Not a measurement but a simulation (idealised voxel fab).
Module name: voxel ribs on slabs (process module)
Square cell edge 5 nm, section width 240 nm, ID cut.
Just so we're on the same page, the cross-sections are grids of square cells, and they're listed out in bands top to bottom, each band one or more rows deep.
Top, bottom (nm), then materials left to right with widths (nm); lone material tagged "all across" fills the whole band edge to edge; "blank" = empty space.
All heights in this document are referenced to 0, defined as the level beneath which the wafer, as received, consists entirely of one material. The lowest band is not bounded below; it extends indefinitely downward and is written in the form "0 -> down".
Top row gets the first number, bottom row gets the second, and each row in between changes by the same step: that is how a band width like "30..40" works.
It should be understood that the words "left unchanged", when stated for a given step, signify that the cross-section underwent no change in any of its cells during that step.
Closed empty spaces (no open way to the top) of 8 cells or more are what "Closed voids list" lists, each as width x height at distance from the left edge, nm for all three.
Formally, on a step line, whatever follows the settings is a remark that the simulator itself makes on the step.
"overlay nm" on a masked step: distance the mask lay right of its planned place, negative for left.
Each pair below shows a cross-section before one step and the cross-section after it, down to the lowest band that changed. The line under each pair gives the step between them, with its settings. The pairs can come from different runs of this module on the same starting wafer, so a pair continues from the pair above only where its "Pre-process" says so.

Pre-process:
- 75 -> 55 = SiO2 all across
- 55 -> 40 = 110 SiO2; 15 SiN; 115 SiO2
- 40 -> 30 = 100 SiO2; 45 SiN; 95 SiO2
- 30 -> 0 = SiO2 all across
- 0 -> down = Si all across
- Closed voids list: none

Result of Step:
- 65 -> 55 = SiO2 all across
- Under 55: no change, same as before.
- Closed voids list: none
The two cross-sections above are separated by a single process step, namely CMP (height nm 65)

Pre-process: Reference is made to the cross-section shown after the step in the pair directly above, which represents the state prior to this step.

Result of Step:
- 75 -> 65 = W all across
- Under 65: no change, same as before.
- Closed voids list: none
The two cross-sections above are separated by a single process step, namely DIRECTIONAL_DEP (material W; thk nm 10)

Pre-process: Reference is made to the cross-section shown after the step in the pair directly above, which represents the state prior to this step.

Result of Step:
- 90 -> 75 = aC all across
- Under 75: no change, same as before.
- Closed voids list: none
The two cross-sections above are separated by a single process step, namely DIRECTIONAL_DEP (material aC; thk nm 15)

Pre-process: Reference is made to the cross-section shown after the step in the pair directly above, which represents the state prior to this step.

Result of Step:
- 120 -> 90 = 105 blank; 25 resist; 110 blank
- Under 90: no change, same as before.
- Closed voids list: none
The two cross-sections above are separated by a single process step, namely PATTERN (tone cover; mask id HEATER; material resist; width nm 25; thk nm 30; overlay nm 0)

Pre-process: Reference is made to the cross-section shown after the step in the pair directly above, which represents the state prior to this step.

Result of Step:
- 105 -> 90 = 105 blank; 25 resist; 110 blank
- 90 -> 75 = 105 blank; 25 aC; 110 blank
- Under 75: no change, same as before.
- Closed voids list: none
The two cross-sections above are separated by a single process step, namely DIRECTIONAL_ETCH (etch materials aC; depth nm 15)

Pre-process: Reference is made to the cross-section shown after the step in the pair directly above, which represents the state prior to this step.

Result of Step:
- 90 -> 75 = 105 blank; 25 aC; 110 blank
- Under 75: no change, same as before.
- Closed voids list: none
The two cross-sections above are separated by a single process step, namely STRIP (etch materials resist)

Pre-process: Reference is made to the cross-section shown after the step in the pair directly above, which represents the state prior to this step.

Result of Step:
- 90 -> 75 = 105 blank; 25 aC; 110 blank
- 75 -> 65 = 105 blank; 25 W; 110 blank
- Under 65: no change, same as before.
- Closed voids list: none
The two cross-sections above are separated by a single process step, namely DIRECTIONAL_ETCH (etch materials W; depth nm 10)

Pre-process: Reference is made to the cross-section shown after the step in the pair directly above, which represents the state prior to this step.

Result of Step:
- 75 -> 65 = 105 blank; 25 W; 110 blank
- Under 65: no change, same as before.
- Closed voids list: none
The two cross-sections above are separated by a single process step, namely STRIP (etch materials aC)

Pre-process: Reference is made to the cross-section shown after the step in the pair directly above, which represents the state prior to this step.

Result of Step:
- 80 -> 75 = 100 blank; 35 SiN; 105 blank
- 75 -> 70 = 100 blank; 5 SiN; 25 W; 5 SiN; 105 blank
- 70 -> 65 = 105 SiN; 25 W; 110 SiN
- Under 65: no change, same as before.
- Closed voids list: none
The two cross-sections above are separated by a single process step, namely CONFORMAL_DEP (material SiN; thk nm 5)

Pre-process:
- 55 -> 30 = SiN all across
- 30 -> 0 = SiO2 all across
- 0 -> down = Si all across
- Closed voids list: none

Result of Step:
- 65 -> 55 = W all across
- Under 55: no change, same as before.
- Closed voids list: none
The two cross-sections above are separated by a single process step, namely DIRECTIONAL_DEP (material W; thk nm 10)

Pre-process: Reference is made to the cross-section shown after the step in the pair directly above, which represents the state prior to this step.

Result of Step:
- 90 -> 65 = 110 blank; 15 resist; 115 blank
- Under 65: no change, same as before.
- Closed voids list: none
The two cross-sections above are separated by a single process step, namely PATTERN (tone cover; mask id RIB; material resist; width nm 15; thk nm 25; overlay nm 0)

Pre-process: Reference is made to the cross-section shown after the step in the pair directly above, which represents the state prior to this step.

Result of Step:
- 80 -> 65 = 110 blank; 15 resist; 115 blank
- Under 65: no change, same as before.
- Closed voids list: none
The two cross-sections above are separated by a single process step, namely DIRECTIONAL_ETCH (etch materials aC; depth nm 10)

Pre-process: Reference is made to the cross-section shown after the step in the pair directly above, which represents the state prior to this step.

Result of Step:
- 65 -> 55 = W all across
- Under 55: no change, same as before.
- Closed voids list: none
The two cross-sections above are separated by a single process step, namely STRIP (etch materials resist)

Pre-process: Reference is made to the cross-section shown after the step in the pair directly above, which represents the state prior to this step.

Result of Step:
- 80 -> 65 = aC all across
- Under 65: no change, same as before.
- Closed voids list: none
The two cross-sections above are separated by a single process step, namely DIRECTIONAL_DEP (material aC; thk nm 15)

Pre-process: Reference is made to the cross-section shown after the step in the pair directly above, which represents the state prior to this step.

Result of Step:
- 115 -> 80 = 95 blank; 45 resist; 100 blank
- Under 80: no change, same as before.
- Closed voids list: none
The two cross-sections above are separated by a single process step, namely PATTERN (tone cover; mask id SLAB; material resist; width nm 45; thk nm 35; overlay nm 0)

Pre-process: Reference is made to the cross-section shown after the step in the pair directly above, which represents the state prior to this step.

Result of Step:
- 100 -> 80 = 95 blank; 45 resist; 100 blank
- 80 -> 65 = 95 blank; 45 aC; 100 blank
- Under 65: no change, same as before.
- Closed voids list: none
The two cross-sections above are separated by a single process step, namely DIRECTIONAL_ETCH (etch materials aC; depth nm 15)

Pre-process: Reference is made to the cross-section shown after the step in the pair directly above, which represents the state prior to this step.

Result of Step:
- 80 -> 65 = 95 blank; 45 aC; 100 blank
- Under 65: no change, same as before.
- Closed voids list: none
The two cross-sections above are separated by a single process step, namely STRIP (etch materials resist)

Pre-process: Reference is made to the cross-section shown after the step in the pair directly above, which represents the state prior to this step.

Result of Step:
- 65 -> 55 = W all across
- Under 55: no change, same as before.
- Closed voids list: none
The two cross-sections above are separated by a single process step, namely STRIP (etch materials aC)

Pre-process: Reference is made to the cross-section shown after the step in the pair directly above, which represents the state prior to this step.

Result of Step:
- 85 -> 65 = SiO2 all across
- Under 65: no change, same as before.
- Closed voids list: none
The two cross-sections above are separated by a single process step, namely FILL_DEP (material SiO2; thk nm 20)

Pre-process: Reference is made to the cross-section shown after the step in the pair directly above, which represents the state prior to this step.

Result of Step:
- 65 -> 55 = W all across
- Under 55: no change, same as before.
- Closed voids list: none
The two cross-sections above are separated by a single process step, namely CMP (height nm 65)

Pre-process: Reference is made to the cross-section shown after the step in the pair directly above, which represents the state prior to this step.

Result of Step:
- 75 -> 55 = W all across
- Under 55: no change, same as before.
- Closed voids list: none
The two cross-sections above are separated by a single process step, namely DIRECTIONAL_DEP (material W; thk nm 10)

Pre-process: Reference is made to the cross-section shown after the step in the pair directly above, which represents the state prior to this step.

Result of Step:
- 90 -> 75 = aC all across
- Under 75: no change, same as before.
- Closed voids list: none
The two cross-sections above are separated by a single process step, namely DIRECTIONAL_DEP (material aC; thk nm 15)

Pre-process: Reference is made to the cross-section shown after the step in the pair directly above, which represents the state prior to this step.

Result of Step:
- 120 -> 90 = 105 blank; 25 resist; 110 blank
- Under 90: no change, same as before.
- Closed voids list: none
The two cross-sections above are separated by a single process step, namely PATTERN (tone cover; mask id HEATER; material resist; width nm 25; thk nm 30; overlay nm 0)

Pre-process: Reference is made to the cross-section shown after the step in the pair directly above, which represents the state prior to this step.

Result of Step:
- 105 -> 90 = 105 blank; 25 resist; 110 blank
- 90 -> 75 = 105 blank; 25 aC; 110 blank
- Under 75: no change, same as before.
- Closed voids list: none
The two cross-sections above are separated by a single process step, namely DIRECTIONAL_ETCH (etch materials aC; depth nm 15)

Pre-process: Reference is made to the cross-section shown after the step in the pair directly above, which represents the state prior to this step.

Result of Step:
- 90 -> 75 = 105 blank; 25 aC; 110 blank
- Under 75: no change, same as before.
- Closed voids list: none
The two cross-sections above are separated by a single process step, namely STRIP (etch materials resist)

Pre-process: Reference is made to the cross-section shown after the step in the pair directly above, which represents the state prior to this step.

Result of Step:
- 90 -> 75 = 105 blank; 25 aC; 110 blank
- 75 -> 65 = 105 blank; 25 W; 110 blank
- Under 65: no change, same as before.
- Closed voids list: none
The two cross-sections above are separated by a single process step, namely DIRECTIONAL_ETCH (etch materials W; depth nm 10)

Pre-process: Reference is made to the cross-section shown after the step in the pair directly above, which represents the state prior to this step.

Result of Step:
- 75 -> 65 = 105 blank; 25 W; 110 blank
- Under 65: no change, same as before.
- Closed voids list: none
The two cross-sections above are separated by a single process step, namely STRIP (etch materials aC)

Pre-process: Reference is made to the cross-section shown after the step in the pair directly above, which represents the state prior to this step.

Result of Step:
- 80 -> 75 = 100 blank; 35 SiN; 105 blank
- 75 -> 70 = 100 blank; 5 SiN; 25 W; 5 SiN; 105 blank
- 70 -> 65 = 105 SiN; 25 W; 110 SiN
- Under 65: no change, same as before.
- Closed voids list: none
The two cross-sections above are separated by a single process step, namely CONFORMAL_DEP (material SiN; thk nm 5)

Pre-process:
- 65 -> 55 = aC all across
- 55 -> 30 = SiN all across
- 30 -> 0 = SiO2 all across
- 0 -> down = Si all across
- Closed voids list: none

Result of Step:
- 90 -> 65 = 110 resist; 15 blank; 115 resist
- Under 65: no change, same as before.
- Closed voids list: none
The two cross-sections above are separated by a single process step, namely PATTERN (tone open; mask id RIB; material resist; width nm 15; thk nm 25; overlay nm 0)

Pre-process: Reference is made to the cross-section shown after the step in the pair directly above, which represents the state prior to this step.

Result of Step:
- 80 -> 65 = 110 resist; 15 blank; 115 resist
- 65 -> 55 = 110 aC; 15 blank; 115 aC
- Under 55: no change, same as before.
- Closed voids list: none
The two cross-sections above are separated by a single process step, namely DIRECTIONAL_ETCH (etch materials aC; depth nm 10)

Pre-process: Reference is made to the cross-section shown after the step in the pair directly above, which represents the state prior to this step.

Result of Step:
- 65 -> 55 = 110 aC; 15 blank; 115 aC
- Under 55: no change, same as before.
- Closed voids list: none
The two cross-sections above are separated by a single process step, namely STRIP (etch materials resist)

Pre-process: Reference is made to the cross-section shown after the step in the pair directly above, which represents the state prior to this step.

Result of Step:
- 65 -> 55 = 110 aC; 15 blank; 115 aC
- 55 -> 40 = 110 SiN; 15 blank; 115 SiN
- Under 40: no change, same as before.
- Closed voids list: none
The two cross-sections above are separated by a single process step, namely DIRECTIONAL_ETCH (etch materials SiN; depth nm 15)

Pre-process: Reference is made to the cross-section shown after the step in the pair directly above, which represents the state prior to this step.

Result of Step:
- 55 -> 40 = 110 SiN; 15 blank; 115 SiN
- Under 40: no change, same as before.
- Closed voids list: none
The two cross-sections above are separated by a single process step, namely STRIP (etch materials aC)

Pre-process: Reference is made to the cross-section shown after the step in the pair directly above, which represents the state prior to this step.

Result of Step:
- 70 -> 55 = 110 aC; 15 blank; 115 aC
- 55 -> 40 = 110 SiN; 15 aC; 115 SiN
- Under 40: no change, same as before.
- Closed voids list: none
The two cross-sections above are separated by a single process step, namely DIRECTIONAL_DEP (material aC; thk nm 15)

Pre-process: Reference is made to the cross-section shown after the step in the pair directly above, which represents the state prior to this step.

Result of Step:
- 105 -> 70 = 95 blank; 45 resist; 100 blank
- 70 -> 55 = 110 aC; 15 resist; 115 aC
- Under 55: no change, same as before.
- Closed voids list: none
The two cross-sections above are separated by a single process step, namely PATTERN (tone cover; mask id SLAB; material resist; width nm 45; thk nm 35; overlay nm 0)

Pre-process: Reference is made to the cross-section shown after the step in the pair directly above, which represents the state prior to this step.

Result of Step:
- 90 -> 70 = 95 blank; 45 resist; 100 blank
- 70 -> 55 = 95 blank; 15 aC; 15 resist; 15 aC; 100 blank
- Under 55: no change, same as before.
- Closed voids list: none
The two cross-sections above are separated by a single process step, namely DIRECTIONAL_ETCH (etch materials aC; depth nm 15)

Pre-process: Reference is made to the cross-section shown after the step in the pair directly above, which represents the state prior to this step.

Result of Step:
- 70 -> 55 = 95 blank; 15 aC; 15 blank; 15 aC; 100 blank
- Under 55: no change, same as before.
- Closed voids list: none
The two cross-sections above are separated by a single process step, namely STRIP (etch materials resist)

Pre-process: Reference is made to the cross-section shown after the step in the pair directly above, which represents the state prior to this step.

Result of Step:
- 70 -> 55 = 95 blank; 15 aC; 15 blank; 15 aC; 100 blank
- 55 -> 45 = 95 blank; 15 SiN; 15 aC; 15 SiN; 100 blank
- Under 45: no change, same as before.
- Closed voids list: none
The two cross-sections above are separated by a single process step, namely DIRECTIONAL_ETCH (etch materials SiN; depth nm 10)

Pre-process: Reference is made to the cross-section shown after the step in the pair directly above, which represents the state prior to this step.

Result of Step:
- 55 -> 45 = 95 blank; 15 SiN; 15 blank; 15 SiN; 100 blank
- 45 -> 40 = 110 SiN; 15 blank; 115 SiN
- Under 40: no change, same as before.
- Closed voids list: none
The two cross-sections above are separated by a single process step, namely STRIP (etch materials aC)

Pre-process: Reference is made to the cross-section shown after the step in the pair directly above, which represents the state prior to this step.

Result of Step:
- 75 -> 55 = SiO2 all across
- 55 -> 45 = 95 SiO2; 15 SiN; 15 SiO2; 15 SiN; 100 SiO2
- 45 -> 40 = 110 SiN; 15 SiO2; 115 SiN
- Under 40: no change, same as before.
- Closed voids list: none
The two cross-sections above are separated by a single process step, namely FILL_DEP (material SiO2; thk nm 20)

Pre-process: Reference is made to the cross-section shown after the step in the pair directly above, which represents the state prior to this step.

Result of Step:
- 65 -> 55 = SiO2 all across
- Under 55: no change, same as before.
- Closed voids list: none
The two cross-sections above are separated by a single process step, namely CMP (height nm 65)

Pre-process: Reference is made to the cross-section shown after the step in the pair directly above, which represents the state prior to this step.

Result of Step:
- 75 -> 65 = W all across
- Under 65: no change, same as before.
- Closed voids list: none
The two cross-sections above are separated by a single process step, namely DIRECTIONAL_DEP (material W; thk nm 10)

Pre-process: Reference is made to the cross-section shown after the step in the pair directly above, which represents the state prior to this step.

Result of Step:
- 90 -> 75 = aC all across
- Under 75: no change, same as before.
- Closed voids list: none
The two cross-sections above are separated by a single process step, namely DIRECTIONAL_DEP (material aC; thk nm 15)

Pre-process: Reference is made to the cross-section shown after the step in the pair directly above, which represents the state prior to this step.

Result of Step:
- 120 -> 90 = 105 blank; 25 resist; 110 blank
- Under 90: no change, same as before.
- Closed voids list: none
The two cross-sections above are separated by a single process step, namely PATTERN (tone cover; mask id HEATER; material resist; width nm 25; thk nm 30; overlay nm 0)

Pre-process: Reference is made to the cross-section shown after the step in the pair directly above, which represents the state prior to this step.

Result of Step:
- 105 -> 90 = 105 blank; 25 resist; 110 blank
- 90 -> 75 = 105 blank; 25 aC; 110 blank
- Under 75: no change, same as before.
- Closed voids list: none
The two cross-sections above are separated by a single process step, namely DIRECTIONAL_ETCH (etch materials aC; depth nm 15)

Pre-process: Reference is made to the cross-section shown after the step in the pair directly above, which represents the state prior to this step.

Result of Step:
- 90 -> 75 = 105 blank; 25 aC; 110 blank
- Under 75: no change, same as before.
- Closed voids list: none
The two cross-sections above are separated by a single process step, namely STRIP (etch materials resist)

Pre-process: Reference is made to the cross-section shown after the step in the pair directly above, which represents the state prior to this step.

Result of Step:
- 90 -> 75 = 105 blank; 25 aC; 110 blank
- 75 -> 65 = 105 blank; 25 W; 110 blank
- Under 65: no change, same as before.
- Closed voids list: none
The two cross-sections above are separated by a single process step, namely DIRECTIONAL_ETCH (etch materials W; depth nm 10)

Pre-process: Reference is made to the cross-section shown after the step in the pair directly above, which represents the state prior to this step.

Result of Step:
- 75 -> 65 = 105 blank; 25 W; 110 blank
- Under 65: no change, same as before.
- Closed voids list: none
The two cross-sections above are separated by a single process step, namely STRIP (etch materials aC)

Pre-process: Reference is made to the cross-section shown after the step in the pair directly above, which represents the state prior to this step.

Result of Step:
- 80 -> 75 = 100 blank; 35 SiN; 105 blank
- 75 -> 70 = 100 blank; 5 SiN; 25 W; 5 SiN; 105 blank
- 70 -> 65 = 105 SiN; 25 W; 110 SiN
- Under 65: no change, same as before.
- Closed voids list: none
The two cross-sections above are separated by a single process step, namely CONFORMAL_DEP (material SiN; thk nm 5)
